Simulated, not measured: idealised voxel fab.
This section sets out a process module, namely voxel ribs on slabs.
Cross-sectional view cut (width: 280 nm; square cell size: 5 nm).
A cross-section in this document is a grid of square cells, and it is written down as bands, the top band listed before the ones below it; a band is made up of one or more rows of cells. First you get the band's top height and its bottom height, in nm, and then the materials it's made of, left to right, with each width in nm. If you see a single material with "edge to edge", that one covers the band edge to edge. "empty" is empty space. Height datum 0, below which the as-received substrate wafer is one material. Lowest band open at the bottom, running downward: "0 -> down". You'd read "30->40" like this: the band's top row of cells is as wide as the first number, its bottom row is as wide as the second, and going down, every row changes width by the same amount as the row before did. Reading "nothing was modified" for a step: not a cell of the cross-section changed in it. Listed in "Trapped voids": every empty space of 8 or more cells without an open way to the top. Form: width x height at distance, the distance being from the left edge, all in nm. Text after the settings on a step's line: the simulator's own remark on that step. Each step line may optionally specify "overlay nm", which for a step with a mask gives the rightward distance between the mask's planned place and where it lay, a negative value indicating the leftward direction.
THE PLANNED PROCESS STEPS ARE ENUMERATED HEREUNDER
1) RECEIVE: material Si
2) DIRECTIONAL_DEP: material SiO2, thk nm 30
3) DIRECTIONAL_DEP: material polySi, thk nm 20
4) DIRECTIONAL_DEP: material aC, thk nm 15
5) PATTERN: tone cover, mask id RIB, material resist, width nm 30, thk nm 30, overlay nm 0
6) DIRECTIONAL_ETCH: etch materials aC, depth nm 15
7) STRIP: etch materials resist
8) DIRECTIONAL_ETCH: etch materials polySi, depth nm 15
9) STRIP: etch materials aC
10) DIRECTIONAL_DEP: material aC, thk nm 15
11) PATTERN: tone cover, mask id SLAB, material resist, width nm 70, thk nm 30, overlay nm 0
12) DIRECTIONAL_ETCH: etch materials aC, depth nm 15
13) STRIP: etch materials resist
14) DIRECTIONAL_ETCH: etch materials polySi, depth nm 5
15) STRIP: etch materials aC
16) FILL_DEP: material SiO2, thk nm 30
17) CMP: height nm 70
18) DIRECTIONAL_DEP: material TiN, thk nm 10
19) DIRECTIONAL_DEP: material aC, thk nm 15
20) PATTERN: tone cover, mask id HEATER, material resist, width nm 40, thk nm 35, overlay nm 0
21) DIRECTIONAL_ETCH: etch materials aC, depth nm 15
22) STRIP: etch materials resist
23) DIRECTIONAL_ETCH: etch materials TiN, depth nm 10
24) STRIP: etch materials aC
25) CONFORMAL_DEP: material SiO2, thk nm 5
RECEIVED-STATE CROSS-SECTION, REFLECTING COMPLETION OF STEP 1
- 0 -> down | Si edge to edge
- Trapped voids: none
WAFER CROSS-SECTION AT END OF MODULE: START AND PLAN AS SHOWN ABOVE, ONE EXECUTION ERROR
- 85 -> 80 | empty 105 nm; SiO2 50 nm; empty 125 nm
- 80 -> 75 | empty 105 nm; SiO2 5 nm; TiN 40 nm; SiO2 5 nm; empty 125 nm
- 75 -> 70 | SiO2 110 nm; TiN 40 nm; SiO2 130 nm
- 70 -> 50 | SiO2 edge to edge
- 50 -> 35 | SiO2 125 nm; polySi 30 nm; SiO2 125 nm
- 35 -> 30 | SiO2 105 nm; polySi 70 nm; SiO2 105 nm
- 30 -> 0 | SiO2 edge to edge
- 0 -> down | Si edge to edge
- Trapped voids: none
Nonconformance to the process plan: contrary to plan, step 20 was performed as PATTERN: tone cover, mask id HEATER, material resist, width nm 40, thk nm 35, overlay nm -10
